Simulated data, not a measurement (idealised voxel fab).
Process module in this document: voxel self aligned vias
The cross-section shown here is cut; it is 180 nm wide and divided into square cells measuring 5 nm on a side.
In what follows, cross-sections appear as grids of square cells, described through bands that run from the top down, where every band is one or more rows of cells. In this notation a band is specified by the heights of its top and bottom, in that order and in nm, after which its materials appear from left to right, each paired with its width in nm. The word "full width" attached to a single material means that material fills the band from edge to edge; the word "air" stands for empty space. Height datum 0, below which the as-received substrate wafer is one material. Lowest band open at the bottom, running downward: "0 -> down". Read "30 to 40" as a graded width: first number on top, second number at the bottom, same change between each pair of neighbouring rows. Any step labelled "nothing altered" changed none of the cells in the cross-section. "Closed voids list" - sealed voids, min. 8 cells, no opening to top; format: width x height at distance (distance from left edge; nm throughout). On each step's line, the part that comes after the settings is the simulator's own comment on the step. overlay nm: mask right of planned place by this much (step with mask). Neg. = left. Everything after this point is organized in pairs: a cross-section before one process step, a cross-section after it that shows only as deep as the lowest changed band, and, under the pair, the intervening step with its settings. Because different runs of this module on the same starting wafer can supply different pairs, a pair continues from the pair above it only if its entry headed "Pre-step section" says so.

Pre-step section:
  0 -> down  Si full width
  Closed voids list: none

Post-Step Appearance:
  10 -> 0  SiO2 full width
  Nothing below the height 0 has changed.
  Closed voids list: none
Step between the cross-sections above: CONFORMAL_DEP with material SiO2, thk nm 10

Pre-step section: see preceding pair, after cross-section.

Post-Step Appearance:
  15 -> 10  SiCN full width
  Nothing below the height 10 has changed.
  Closed voids list: none
Step between the cross-sections above: CONFORMAL_DEP with material SiCN, thk nm 5

Pre-step section: see preceding pair, after cross-section.

Post-Step Appearance:
  40 -> 15  lowk full width
  Nothing below the height 15 has changed.
  Closed voids list: none
Step between the cross-sections above: DIRECTIONAL_DEP with material lowk, thk nm 25

Pre-step section: see preceding pair, after cross-section.

Post-Step Appearance:
  40 -> 15  lowk: 35, air: 30, lowk: 45, air: 30, lowk: 40
  Nothing below the height 15 has changed.
  Closed voids list: none
Step between the cross-sections above: MASKED_ETCH with tone open, mask id LINES, width nm 30, pitch nm 75, etch materials lowk, depth nm 25, overlay nm 0

Pre-step section: see preceding pair, after cross-section.

Post-Step Appearance:
  45 -> 40  TiN: 40, air: 20, TiN: 55, air: 20, TiN: 45
  40 -> 20  lowk: 35, TiN: 5, air: 20, TiN: 5, lowk: 45, TiN: 5, air: 20, TiN: 5, lowk: 40
  20 -> 15  lowk: 35, TiN: 30, lowk: 45, TiN: 30, lowk: 40
  Nothing below the height 15 has changed.
  Closed voids list: none
Step between the cross-sections above: CONFORMAL_DEP with material TiN, thk nm 5

Pre-step section: see preceding pair, after cross-section.

Post-Step Appearance:
  50 -> 45  Ru full width
  45 -> 40  TiN: 40, Ru: 20, TiN: 55, Ru: 20, TiN: 45
  40 -> 20  lowk: 35, TiN: 5, Ru: 20, TiN: 5, lowk: 45, TiN: 5, Ru: 20, TiN: 5, lowk: 40
  Nothing below the height 20 has changed.
  Closed voids list: none
Step between the cross-sections above: FILL_DEP with material Ru, thk nm 5

Pre-step section: see preceding pair, after cross-section.

Post-Step Appearance:
  40 -> 20  lowk: 35, TiN: 5, Ru: 20, TiN: 5, lowk: 45, TiN: 5, Ru: 20, TiN: 5, lowk: 40
  Nothing below the height 20 has changed.
  Closed voids list: none
Step between the cross-sections above: CMP with height nm 40

Pre-step section: see preceding pair, after cross-section.

Post-Step Appearance:
  40 -> 35  lowk: 35, air: 30, lowk: 45, air: 30, lowk: 40
  Nothing below the height 35 has changed.
  Closed voids list: none
Step between the cross-sections above: SELECTIVE_ETCH with etch materials W Ru TiN, depth nm 5

Pre-step section: see preceding pair, after cross-section.

Post-Step Appearance:
  45 -> 40  SiN full width
  40 -> 35  lowk: 35, SiN: 30, lowk: 45, SiN: 30, lowk: 40
  Nothing below the height 35 has changed.
  Closed voids list: none
Step between the cross-sections above: FILL_DEP with material SiN, thk nm 5

Pre-step section: see preceding pair, after cross-section.

Post-Step Appearance:
  40 -> 35  lowk: 35, SiN: 30, lowk: 45, SiN: 30, lowk: 40
  Nothing below the height 35 has changed.
  Closed voids list: none
Step between the cross-sections above: CMP with height nm 40

Pre-step section: see preceding pair, after cross-section.

Post-Step Appearance:
  60 -> 40  lowk full width
  Nothing below the height 40 has changed.
  Closed voids list: none
Step between the cross-sections above: DIRECTIONAL_DEP with material lowk, thk nm 20

Pre-step section: see preceding pair, after cross-section.

Post-Step Appearance:
  75 -> 60  aC full width
  Nothing below the height 60 has changed.
  Closed voids list: none
Step between the cross-sections above: DIRECTIONAL_DEP with material aC, thk nm 15

Pre-step section: see preceding pair, after cross-section.

Post-Step Appearance:
  105 -> 75  resist: 25, air: 50, resist: 25, air: 50, resist: 30
  Nothing below the height 75 has changed.
  Closed voids list: none
Step between the cross-sections above: PATTERN with tone open, mask id VIAS, material resist, width nm 50, pitch nm 75, thk nm 30, overlay nm 0

Pre-step section: see preceding pair, after cross-section.

Post-Step Appearance:
  90 -> 75  resist: 25, air: 50, resist: 25, air: 50, resist: 30
  75 -> 60  aC: 25, air: 50, aC: 25, air: 50, aC: 30
  Nothing below the height 60 has changed.
  Closed voids list: none
Step between the cross-sections above: DIRECTIONAL_ETCH with etch materials aC, depth nm 15

Pre-step section: see preceding pair, after cross-section.

Post-Step Appearance:
  75 -> 60  aC: 25, air: 50, aC: 25, air: 50, aC: 30
  Nothing below the height 60 has changed.
  Closed voids list: none
Step between the cross-sections above: STRIP with etch materials resist

Pre-step section: see preceding pair, after cross-section.

Post-Step Appearance:
  75 -> 60  aC: 25, air: 50, aC: 25, air: 50, aC: 30
  60 -> 40  lowk: 25, air: 50, lowk: 25, air: 50, lowk: 30
  Nothing below the height 40 has changed.
  Closed voids list: none
Step between the cross-sections above: DIRECTIONAL_ETCH with etch materials lowk, depth nm 20

Pre-step section: see preceding pair, after cross-section.

Post-Step Appearance:
  75 -> 60  aC: 25, air: 50, aC: 25, air: 50, aC: 30
  60 -> 40  lowk: 25, air: 50, lowk: 25, air: 50, lowk: 30
  40 -> 35  lowk: 35, air: 30, lowk: 45, air: 30, lowk: 40
  Nothing below the height 35 has changed.
  Closed voids list: none
Step between the cross-sections above: DIRECTIONAL_ETCH with etch materials SiN, depth nm 5

Pre-step section: see preceding pair, after cross-section.

Post-Step Appearance:
  60 -> 40  lowk: 25, air: 50, lowk: 25, air: 50, lowk: 30
  Nothing below the height 40 has changed.
  Closed voids list: none
Step between the cross-sections above: STRIP with etch materials aC

Pre-step section: see preceding pair, after cross-section.

Post-Step Appearance:
  65 -> 60  TiN: 30, air: 40, TiN: 35, air: 40, TiN: 35
  60 -> 45  lowk: 25, TiN: 5, air: 40, TiN: 5, lowk: 25, TiN: 5, air: 40, TiN: 5, lowk: 30
  45 -> 40  lowk: 25, TiN: 15, air: 20, TiN: 15, lowk: 25, TiN: 15, air: 20, TiN: 15, lowk: 30
  40 -> 35  lowk: 35, TiN: 30, lowk: 45, TiN: 30, lowk: 40
  Nothing below the height 35 has changed.
  Closed voids list: none
Step between the cross-sections above: CONFORMAL_DEP with material TiN, thk nm 5

Pre-step section: see preceding pair, after cross-section.

Post-Step Appearance:
  70 -> 65  Ru full width
  65 -> 60  TiN: 30, Ru: 40, TiN: 35, Ru: 40, TiN: 35
  60 -> 45  lowk: 25, TiN: 5, Ru: 40, TiN: 5, lowk: 25, TiN: 5, Ru: 40, TiN: 5, lowk: 30
  45 -> 40  lowk: 25, TiN: 15, Ru: 20, TiN: 15, lowk: 25, TiN: 15, Ru: 20, TiN: 15, lowk: 30
  Nothing below the height 40 has changed.
  Closed voids list: none
Step between the cross-sections above: FILL_DEP with material Ru, thk nm 5

Pre-step section: see preceding pair, after cross-section.

Post-Step Appearance:
  60 -> 45  lowk: 25, TiN: 5, Ru: 40, TiN: 5, lowk: 25, TiN: 5, Ru: 40, TiN: 5, lowk: 30
  Nothing below the height 45 has changed.
  Closed voids list: none
Step between the cross-sections above: CMP with height nm 60

Pre-step section: see preceding pair, after cross-section.

Post-Step Appearance:
  65 -> 60  SiN full width
  Nothing below the height 60 has changed.
  Closed voids list: none
Step between the cross-sections above: CONFORMAL_DEP with material SiN, thk nm 5

Pre-step section:
  10 -> 0  SiO2 full width
  0 -> down  Si full width
  Closed voids list: none

Post-Step Appearance:
  35 -> 10  lowk full width
  Nothing below the height 10 has changed.
  Closed voids list: none
Step between the cross-sections above: DIRECTIONAL_DEP with material lowk, thk nm 25

Pre-step section: see preceding pair, after cross-section.

Post-Step Appearance:
  35 -> 10  lowk: 35, air: 30, lowk: 45, air: 30, lowk: 40
  Nothing below the height 10 has changed.
  Closed voids list: none
Step between the cross-sections above: MASKED_ETCH with tone open, mask id LINES, width nm 30, pitch nm 75, etch materials lowk, depth nm 25, overlay nm 0

Pre-step section: see preceding pair, after cross-section.

Post-Step Appearance:
  40 -> 35  TiN: 40, air: 20, TiN: 55, air: 20, TiN: 45
  35 -> 15  lowk: 35, TiN: 5, air: 20, TiN: 5, lowk: 45, TiN: 5, air: 20, TiN: 5, lowk: 40
  15 -> 10  lowk: 35, TiN: 30, lowk: 45, TiN: 30, lowk: 40
  Nothing below the height 10 has changed.
  Closed voids list: none
Step between the cross-sections above: CONFORMAL_DEP with material TiN, thk nm 5

Pre-step section: see preceding pair, after cross-section.

Post-Step Appearance:
  45 -> 40  Ru full width
  40 -> 35  TiN: 40, Ru: 20, TiN: 55, Ru: 20, TiN: 45
  35 -> 15  lowk: 35, TiN: 5, Ru: 20, TiN: 5, lowk: 45, TiN: 5, Ru: 20, TiN: 5, lowk: 40
  Nothing below the height 15 has changed.
  Closed voids list: none
Step between the cross-sections above: FILL_DEP with material Ru, thk nm 5

Pre-step section: see preceding pair, after cross-section.

Post-Step Appearance:
  40 -> 35  TiN: 40, Ru: 20, TiN: 55, Ru: 20, TiN: 45
  Nothing below the height 35 has changed.
  Closed voids list: none
Step between the cross-sections above: CMP with height nm 40

Pre-step section: see preceding pair, after cross-section.

Post-Step Appearance:
  35 -> 15  lowk: 35, TiN: 5, Ru: 20, TiN: 5, lowk: 45, TiN: 5, Ru: 20, TiN: 5, lowk: 40
  Nothing below the height 15 has changed.
  Closed voids list: none
Step between the cross-sections above: SELECTIVE_ETCH with etch materials W Ru TiN, depth nm 5

Pre-step section: see preceding pair, after cross-section.

Post-Step Appearance:
  40 -> 35  SiN full width
  Nothing below the height 35 has changed.
  Closed voids list: none
Step between the cross-sections above: FILL_DEP with material SiN, thk nm 5

Pre-step section: see preceding pair, after cross-section.

Post-Step Appearance:
  60 -> 40  lowk full width
  Nothing below the height 40 has changed.
  Closed voids list: none
Step between the cross-sections above: DIRECTIONAL_DEP with material lowk, thk nm 20

Pre-step section: see preceding pair, after cross-section.

Post-Step Appearance:
  75 -> 60  aC full width
  Nothing below the height 60 has changed.
  Closed voids list: none
Step between the cross-sections above: DIRECTIONAL_DEP with material aC, thk nm 15

Pre-step section: see preceding pair, after cross-section.

Post-Step Appearance:
  105 -> 75  resist: 25, air: 50, resist: 25, air: 50, resist: 30
  Nothing below the height 75 has changed.
  Closed voids list: none
Step between the cross-sections above: PATTERN with tone open, mask id VIAS, material resist, width nm 50, pitch nm 75, thk nm 30, overlay nm 0

Pre-step section: see preceding pair, after cross-section.

Post-Step Appearance:
  90 -> 75  resist: 25, air: 50, resist: 25, air: 50, resist: 30
  75 -> 60  aC: 25, air: 50, aC: 25, air: 50, aC: 30
  Nothing below the height 60 has changed.
  Closed voids list: none
Step between the cross-sections above: DIRECTIONAL_ETCH with etch materials aC, depth nm 15

Pre-step section: see preceding pair, after cross-section.

Post-Step Appearance:
  75 -> 60  aC: 25, air: 50, aC: 25, air: 50, aC: 30
  Nothing below the height 60 has changed.
  Closed voids list: none
Step between the cross-sections above: STRIP with etch materials resist

Pre-step section: see preceding pair, after cross-section.

Post-Step Appearance:
  75 -> 60  aC: 25, air: 50, aC: 25, air: 50, aC: 30
  60 -> 40  lowk: 25, air: 50, lowk: 25, air: 50, lowk: 30
  Nothing below the height 40 has changed.
  Closed voids list: none
Step between the cross-sections above: DIRECTIONAL_ETCH with etch materials lowk, depth nm 20

Pre-step section: see preceding pair, after cross-section.

Post-Step Appearance:
  75 -> 60  aC: 25, air: 50, aC: 25, air: 50, aC: 30
  60 -> 40  lowk: 25, air: 50, lowk: 25, air: 50, lowk: 30
  40 -> 35  SiN: 25, air: 50, SiN: 25, air: 50, SiN: 30
  Nothing below the height 35 has changed.
  Closed voids list: none
Step between the cross-sections above: DIRECTIONAL_ETCH with etch materials SiN, depth nm 5

Pre-step section: see preceding pair, after cross-section.

Post-Step Appearance:
  60 -> 40  lowk: 25, air: 50, lowk: 25, air: 50, lowk: 30
  Nothing below the height 40 has changed.
  Closed voids list: none
Step between the cross-sections above: STRIP with etch materials aC

Pre-step section: see preceding pair, after cross-section.

Post-Step Appearance:
  65 -> 60  TiN: 30, air: 40, TiN: 35, air: 40, TiN: 35
  60 -> 40  lowk: 25, TiN: 5, air: 40, TiN: 5, lowk: 25, TiN: 5, air: 40, TiN: 5, lowk: 30
  40 -> 35  SiN: 25, TiN: 50, SiN: 25, TiN: 50, SiN: 30
  Nothing below the height 35 has changed.
  Closed voids list: none
Step between the cross-sections above: CONFORMAL_DEP with material TiN, thk nm 5

Pre-step section: see preceding pair, after cross-section.

Post-Step Appearance:
  70 -> 65  Ru full width
  65 -> 60  TiN: 30, Ru: 40, TiN: 35, Ru: 40, TiN: 35
  60 -> 40  lowk: 25, TiN: 5, Ru: 40, TiN: 5, lowk: 25, TiN: 5, Ru: 40, TiN: 5, lowk: 30
  Nothing below the height 40 has changed.
  Closed voids list: none
Step between the cross-sections above: FILL_DEP with material Ru, thk nm 5

Pre-step section: see preceding pair, after cross-section.

Post-Step Appearance:
  60 -> 40  lowk: 25, TiN: 5, Ru: 40, TiN: 5, lowk: 25, TiN: 5, Ru: 40, TiN: 5, lowk: 30
  Nothing below the height 40 has changed.
  Closed voids list: none
Step between the cross-sections above: CMP with height nm 60

Pre-step section: see preceding pair, after cross-section.

Post-Step Appearance:
  65 -> 60  SiN full width
  Nothing below the height 60 has changed.
  Closed voids list: none
Step between the cross-sections above: CONFORMAL_DEP with material SiN, thk nm 5

Pre-step section:
  75 -> 60  aC: 25, air: 50, aC: 25, air: 50, aC: 30
  60 -> 40  lowk: 25, air: 50, lowk: 25, air: 50, lowk: 30
  40 -> 35  lowk: 35, SiN: 30, lowk: 45, SiN: 30, lowk: 40
  35 -> 20  lowk: 35, TiN: 5, Ru: 20, TiN: 5, lowk: 45, TiN: 5, Ru: 20, TiN: 5, lowk: 40
  20 -> 15  lowk: 35, TiN: 30, lowk: 45, TiN: 30, lowk: 40
  15 -> 10  SiCN full width
  10 -> 0  SiO2 full width
  0 -> down  Si full width
  Closed voids list: none

Post-Step Appearance:
  75 -> 60  aC: 25, air: 50, aC: 25, air: 50, aC: 30
  60 -> 40  lowk: 25, air: 50, lowk: 25, air: 50, lowk: 30
  40 -> 35  lowk: 25, air: 10, SiN: 30, air: 10, lowk: 25, air: 10, SiN: 30, air: 10, lowk: 30
  35 -> 20  lowk: 25, air: 10, TiN: 5, Ru: 20, TiN: 5, air: 10, lowk: 25, air: 10, TiN: 5, Ru: 20, TiN: 5, air: 10, lowk: 30
  Nothing below the height 20 has changed.
  Closed voids list: none
Step between the cross-sections above: DIRECTIONAL_ETCH with etch materials lowk, depth nm 20

Pre-step section: see preceding pair, after cross-section.

Post-Step Appearance:
  75 -> 60  aC: 25, air: 50, aC: 25, air: 50, aC: 30
  60 -> 35  lowk: 25, air: 50, lowk: 25, air: 50, lowk: 30
  Nothing below the height 35 has changed.
  Closed voids list: none
Step between the cross-sections above: DIRECTIONAL_ETCH with etch materials SiN, depth nm 5

Pre-step section: see preceding pair, after cross-section.

Post-Step Appearance:
  60 -> 35  lowk: 25, air: 50, lowk: 25, air: 50, lowk: 30
  Nothing below the height 35 has changed.
  Closed voids list: none
Step between the cross-sections above: STRIP with etch materials aC

Pre-step section: see preceding pair, after cross-section.

Post-Step Appearance:
  65 -> 60  TiN: 30, air: 40, TiN: 35, air: 40, TiN: 35
  60 -> 40  lowk: 25, TiN: 5, air: 40, TiN: 5, lowk: 25, TiN: 5, air: 40, TiN: 5, lowk: 30
  40 -> 35  lowk: 25, TiN: 50, lowk: 25, TiN: 50, lowk: 30
  35 -> 20  lowk: 25, TiN: 15, Ru: 20, TiN: 15, lowk: 25, TiN: 15, Ru: 20, TiN: 15, lowk: 30
  Nothing below the height 20 has changed.
  Closed voids list: none
Step between the cross-sections above: CONFORMAL_DEP with material TiN, thk nm 5

Pre-step section: see preceding pair, after cross-section.

Post-Step Appearance:
  70 -> 65  Ru full width
  65 -> 60  TiN: 30, Ru: 40, TiN: 35, Ru: 40, TiN: 35
  60 -> 40  lowk: 25, TiN: 5, Ru: 40, TiN: 5, lowk: 25, TiN: 5, Ru: 40, TiN: 5, lowk: 30
  Nothing below the height 40 has changed.
  Closed voids list: none
Step between the cross-sections above: FILL_DEP with material Ru, thk nm 5

Pre-step section: see preceding pair, after cross-section.

Post-Step Appearance:
  60 -> 40  lowk: 25, TiN: 5, Ru: 40, TiN: 5, lowk: 25, TiN: 5, Ru: 40, TiN: 5, lowk: 30
  Nothing below the height 40 has changed.
  Closed voids list: none
Step between the cross-sections above: CMP with height nm 60

Pre-step section: see preceding pair, after cross-section.

Post-Step Appearance:
  65 -> 60  SiN full width
  Nothing below the height 60 has changed.
  Closed voids list: none
Step between the cross-sections above: CONFORMAL_DEP with material SiN, thk nm 5

Pre-step section:
  0 -> down  Si full width
  Closed voids list: none

Post-Step Appearance:
  5 -> 0  SiCN full width
  Nothing below the height 0 has changed.
  Closed voids list: none
Step between the cross-sections above: CONFORMAL_DEP with material SiCN, thk nm 5

Pre-step section: see preceding pair, after cross-section.

Post-Step Appearance:
  15 -> 5  SiO2 full width
  Nothing below the height 5 has changed.
  Closed voids list: none
Step between the cross-sections above: CONFORMAL_DEP with material SiO2, thk nm 10

Pre-step section: see preceding pair, after cross-section.

Post-Step Appearance:
  40 -> 15  lowk full width
  Nothing below the height 15 has changed.
  Closed voids list: none
Step between the cross-sections above: DIRECTIONAL_DEP with material lowk, thk nm 25

Pre-step section: see preceding pair, after cross-section.

Post-Step Appearance:
  40 -> 15  lowk: 35, air: 30, lowk: 45, air: 30, lowk: 40
  Nothing below the height 15 has changed.
  Closed voids list: none
Step between the cross-sections above: MASKED_ETCH with tone open, mask id LINES, width nm 30, pitch nm 75, etch materials lowk, depth nm 25, overlay nm 0

Pre-step section: see preceding pair, after cross-section.

Post-Step Appearance:
  45 -> 40  TiN: 40, air: 20, TiN: 55, air: 20, TiN: 45
  40 -> 20  lowk: 35, TiN: 5, air: 20, TiN: 5, lowk: 45, TiN: 5, air: 20, TiN: 5, lowk: 40
  20 -> 15  lowk: 35, TiN: 30, lowk: 45, TiN: 30, lowk: 40
  Nothing below the height 15 has changed.
  Closed voids list: none
Step between the cross-sections above: CONFORMAL_DEP with material TiN, thk nm 5

Pre-step section: see preceding pair, after cross-section.

Post-Step Appearance:
  50 -> 45  Ru full width
  45 -> 40  TiN: 40, Ru: 20, TiN: 55, Ru: 20, TiN: 45
  40 -> 20  lowk: 35, TiN: 5, Ru: 20, TiN: 5, lowk: 45, TiN: 5, Ru: 20, TiN: 5, lowk: 40
  Nothing below the height 20 has changed.
  Closed voids list: none
Step between the cross-sections above: FILL_DEP with material Ru, thk nm 5

Pre-step section: see preceding pair, after cross-section.

Post-Step Appearance:
  40 -> 20  lowk: 35, TiN: 5, Ru: 20, TiN: 5, lowk: 45, TiN: 5, Ru: 20, TiN: 5, lowk: 40
  Nothing below the height 20 has changed.
  Closed voids list: none
Step between the cross-sections above: CMP with height nm 40

Pre-step section: see preceding pair, after cross-section.

Post-Step Appearance:
  40 -> 35  lowk: 35, air: 30, lowk: 45, air: 30, lowk: 40
  Nothing below the height 35 has changed.
  Closed voids list: none
Step between the cross-sections above: SELECTIVE_ETCH with etch materials W Ru TiN, depth nm 5

Pre-step section: see preceding pair, after cross-section.

Post-Step Appearance:
  45 -> 40  SiN full width
  40 -> 35  lowk: 35, SiN: 30, lowk: 45, SiN: 30, lowk: 40
  Nothing below the height 35 has changed.
  Closed voids list: none
Step between the cross-sections above: FILL_DEP with material SiN, thk nm 5

Pre-step section: see preceding pair, after cross-section.

Post-Step Appearance:
  40 -> 35  lowk: 35, SiN: 30, lowk: 45, SiN: 30, lowk: 40
  Nothing below the height 35 has changed.
  Closed voids list: none
Step between the cross-sections above: CMP with height nm 40

Pre-step section: see preceding pair, after cross-section.

Post-Step Appearance:
  60 -> 40  lowk full width
  Nothing below the height 40 has changed.
  Closed voids list: none
Step between the cross-sections above: DIRECTIONAL_DEP with material lowk, thk nm 20

Pre-step section: see preceding pair, after cross-section.

Post-Step Appearance:
  75 -> 60  aC full width
  Nothing below the height 60 has changed.
  Closed voids list: none
Step between the cross-sections above: DIRECTIONAL_DEP with material aC, thk nm 15

Pre-step section: see preceding pair, after cross-section.

Post-Step Appearance:
  105 -> 75  resist: 25, air: 50, resist: 25, air: 50, resist: 30
  Nothing below the height 75 has changed.
  Closed voids list: none
Step between the cross-sections above: PATTERN with tone open, mask id VIAS, material resist, width nm 50, pitch nm 75, thk nm 30, overlay nm 0

Pre-step section: see preceding pair, after cross-section.

Post-Step Appearance:
  90 -> 75  resist: 25, air: 50, resist: 25, air: 50, resist: 30
  75 -> 60  aC: 25, air: 50, aC: 25, air: 50, aC: 30
  Nothing below the height 60 has changed.
  Closed voids list: none
Step between the cross-sections above: DIRECTIONAL_ETCH with etch materials aC, depth nm 15

Pre-step section: see preceding pair, after cross-section.

Post-Step Appearance:
  75 -> 60  aC: 25, air: 50, aC: 25, air: 50, aC: 30
  Nothing below the height 60 has changed.
  Closed voids list: none
Step between the cross-sections above: STRIP with etch materials resist

Pre-step section: see preceding pair, after cross-section.

Post-Step Appearance:
  75 -> 60  aC: 25, air: 50, aC: 25, air: 50, aC: 30
  60 -> 40  lowk: 25, air: 50, lowk: 25, air: 50, lowk: 30
  Nothing below the height 40 has changed.
  Closed voids list: none
Step between the cross-sections above: DIRECTIONAL_ETCH with etch materials lowk, depth nm 20

Pre-step section: see preceding pair, after cross-section.

Post-Step Appearance:
  75 -> 60  aC: 25, air: 50, aC: 25, air: 50, aC: 30
  60 -> 40  lowk: 25, air: 50, lowk: 25, air: 50, lowk: 30
  40 -> 35  lowk: 35, air: 30, lowk: 45, air: 30, lowk: 40
  Nothing below the height 35 has changed.
  Closed voids list: none
Step between the cross-sections above: DIRECTIONAL_ETCH with etch materials SiN, depth nm 5

Pre-step section: see preceding pair, after cross-section.

Post-Step Appearance:
  60 -> 40  lowk: 25, air: 50, lowk: 25, air: 50, lowk: 30
  Nothing below the height 40 has changed.
  Closed voids list: none
Step between the cross-sections above: STRIP with etch materials aC

Pre-step section: see preceding pair, after cross-section.

Post-Step Appearance:
  65 -> 60  TiN: 30, air: 40, TiN: 35, air: 40, TiN: 35
  60 -> 45  lowk: 25, TiN: 5, air: 40, TiN: 5, lowk: 25, TiN: 5, air: 40, TiN: 5, lowk: 30
  45 -> 40  lowk: 25, TiN: 15, air: 20, TiN: 15, lowk: 25, TiN: 15, air: 20, TiN: 15, lowk: 30
  40 -> 35  lowk: 35, TiN: 30, lowk: 45, TiN: 30, lowk: 40
  Nothing below the height 35 has changed.
  Closed voids list: none
Step between the cross-sections above: CONFORMAL_DEP with material TiN, thk nm 5

Pre-step section: see preceding pair, after cross-section.

Post-Step Appearance:
  70 -> 65  Ru full width
  65 -> 60  TiN: 30, Ru: 40, TiN: 35, Ru: 40, TiN: 35
  60 -> 45  lowk: 25, TiN: 5, Ru: 40, TiN: 5, lowk: 25, TiN: 5, Ru: 40, TiN: 5, lowk: 30
  45 -> 40  lowk: 25, TiN: 15, Ru: 20, TiN: 15, lowk: 25, TiN: 15, Ru: 20, TiN: 15, lowk: 30
  Nothing below the height 40 has changed.
  Closed voids list: none
Step between the cross-sections above: FILL_DEP with material Ru, thk nm 5

Pre-step section: see preceding pair, after cross-section.

Post-Step Appearance:
  60 -> 45  lowk: 25, TiN: 5, Ru: 40, TiN: 5, lowk: 25, TiN: 5, Ru: 40, TiN: 5, lowk: 30
  Nothing below the height 45 has changed.
  Closed voids list: none
Step between the cross-sections above: CMP with height nm 60

Pre-step section: see preceding pair, after cross-section.

Post-Step Appearance:
  65 -> 60  SiN full width
  Nothing below the height 60 has changed.
  Closed voids list: none
Step between the cross-sections above: CONFORMAL_DEP with material SiN, thk nm 5

Pre-step section:
  75 -> 60  aC: 25, air: 50, aC: 25, air: 50, aC: 30
  60 -> 40  lowk full width
  40 -> 35  lowk: 35, SiN: 30, lowk: 45, SiN: 30, lowk: 40
  35 -> 20  lowk: 35, TiN: 5, Ru: 20, TiN: 5, lowk: 45, TiN: 5, Ru: 20, TiN: 5, lowk: 40
  20 -> 15  lowk: 35, TiN: 30, lowk: 45, TiN: 30, lowk: 40
  15 -> 10  SiCN full width
  10 -> 0  SiO2 full width
  0 -> down  Si full width
  Closed voids list: none

Post-Step Appearance:
  75 -> 60  aC: 25, air: 50, aC: 25, air: 50, aC: 30
  60 -> 40  lowk: 25, air: 50, lowk: 25, air: 50, lowk: 30
  40 -> 35  lowk: 25, air: 10, SiN: 30, air: 10, lowk: 25, air: 10, SiN: 30, air: 10, lowk: 30
  35 -> 30  lowk: 25, air: 10, TiN: 5, Ru: 20, TiN: 5, air: 10, lowk: 25, air: 10, TiN: 5, Ru: 20, TiN: 5, air: 10, lowk: 30
  Nothing below the height 30 has changed.
  Closed voids list: none
Step between the cross-sections above: DIRECTIONAL_ETCH with etch materials lowk, depth nm 30

Pre-step section: see preceding pair, after cross-section.

Post-Step Appearance:
  75 -> 60  aC: 25, air: 50, aC: 25, air: 50, aC: 30
  60 -> 35  lowk: 25, air: 50, lowk: 25, air: 50, lowk: 30
  Nothing below the height 35 has changed.
  Closed voids list: none
Step between the cross-sections above: DIRECTIONAL_ETCH with etch materials SiN, depth nm 5

Pre-step section: see preceding pair, after cross-section.

Post-Step Appearance:
  60 -> 35  lowk: 25, air: 50, lowk: 25, air: 50, lowk: 30
  Nothing below the height 35 has changed.
  Closed voids list: none
Step between the cross-sections above: STRIP with etch materials aC

Pre-step section: see preceding pair, after cross-section.

Post-Step Appearance:
  65 -> 60  TiN: 30, air: 40, TiN: 35, air: 40, TiN: 35
  60 -> 40  lowk: 25, TiN: 5, air: 40, TiN: 5, lowk: 25, TiN: 5, air: 40, TiN: 5, lowk: 30
  40 -> 35  lowk: 25, TiN: 50, lowk: 25, TiN: 50, lowk: 30
  35 -> 30  lowk: 25, TiN: 15, Ru: 20, TiN: 15, lowk: 25, TiN: 15, Ru: 20, TiN: 15, lowk: 30
  Nothing below the height 30 has changed.
  Closed voids list: none
Step between the cross-sections above: CONFORMAL_DEP with material TiN, thk nm 5

Pre-step section: see preceding pair, after cross-section.

Post-Step Appearance:
  70 -> 65  Ru full width
  65 -> 60  TiN: 30, Ru: 40, TiN: 35, Ru: 40, TiN: 35
  60 -> 40  lowk: 25, TiN: 5, Ru: 40, TiN: 5, lowk: 25, TiN: 5, Ru: 40, TiN: 5, lowk: 30
  Nothing below the height 40 has changed.
  Closed voids list: none
Step between the cross-sections above: FILL_DEP with material Ru, thk nm 5

Pre-step section: see preceding pair, after cross-section.

Post-Step Appearance:
  60 -> 40  lowk: 25, TiN: 5, Ru: 40, TiN: 5, lowk: 25, TiN: 5, Ru: 40, TiN: 5, lowk: 30
  Nothing below the height 40 has changed.
  Closed voids list: none
Step between the cross-sections above: CMP with height nm 60

Pre-step section: see preceding pair, after cross-section.

Post-Step Appearance:
  65 -> 60  SiN full width
  Nothing below the height 60 has changed.
  Closed voids list: none
Step between the cross-sections above: CONFORMAL_DEP with material SiN, thk nm 5

Pre-step section:
  75 -> 60  aC full width
  60 -> 40  lowk full width
  40 -> 35  lowk: 35, SiN: 30, lowk: 45, SiN: 30, lowk: 40
  35 -> 20  lowk: 35, TiN: 5, Ru: 20, TiN: 5, lowk: 45, TiN: 5, Ru: 20, TiN: 5, lowk: 40
  20 -> 15  lowk: 35, TiN: 30, lowk: 45, TiN: 30, lowk: 40
  15 -> 10  SiCN full width
  10 -> 0  SiO2 full width
  0 -> down  Si full width
  Closed voids list: none

Post-Step Appearance:
  105 -> 75  resist: 30, air: 40, resist: 35, air: 40, resist: 35
  Nothing below the height 75 has changed.
  Closed voids list: none
Step between the cross-sections above: PATTERN with tone open, mask id VIAS, material resist, width nm 40, pitch nm 75, thk nm 30, overlay nm 0

Pre-step section: see preceding pair, after cross-section.

Post-Step Appearance:
  90 -> 75  resist: 30, air: 40, resist: 35, air: 40, resist: 35
  75 -> 60  aC: 30, air: 40, aC: 35, air: 40, aC: 35
  Nothing below the height 60 has changed.
  Closed voids list: none
Step between the cross-sections above: DIRECTIONAL_ETCH with etch materials aC, depth nm 15

Pre-step section: see preceding pair, after cross-section.

Post-Step Appearance:
  75 -> 60  aC: 30, air: 40, aC: 35, air: 40, aC: 35
  Nothing below the height 60 has changed.
  Closed voids list: none
Step between the cross-sections above: STRIP with etch materials resist

Pre-step section: see preceding pair, after cross-section.

Post-Step Appearance:
  75 -> 60  aC: 30, air: 40, aC: 35, air: 40, aC: 35
  60 -> 40  lowk: 30, air: 40, lowk: 35, air: 40, lowk: 35
  Nothing below the height 40 has changed.
  Closed voids list: none
Step between the cross-sections above: DIRECTIONAL_ETCH with etch materials lowk, depth nm 20

Pre-step section: see preceding pair, after cross-section.

Post-Step Appearance:
  75 -> 60  aC: 30, air: 40, aC: 35, air: 40, aC: 35
  60 -> 40  lowk: 30, air: 40, lowk: 35, air: 40, lowk: 35
  40 -> 35  lowk: 35, air: 30, lowk: 45, air: 30, lowk: 40
  Nothing below the height 35 has changed.
  Closed voids list: none
Step between the cross-sections above: DIRECTIONAL_ETCH with etch materials SiN, depth nm 5

Pre-step section: see preceding pair, after cross-section.

Post-Step Appearance:
  60 -> 40  lowk: 30, air: 40, lowk: 35, air: 40, lowk: 35
  Nothing below the height 40 has changed.
  Closed voids list: none
Step between the cross-sections above: STRIP with etch materials aC
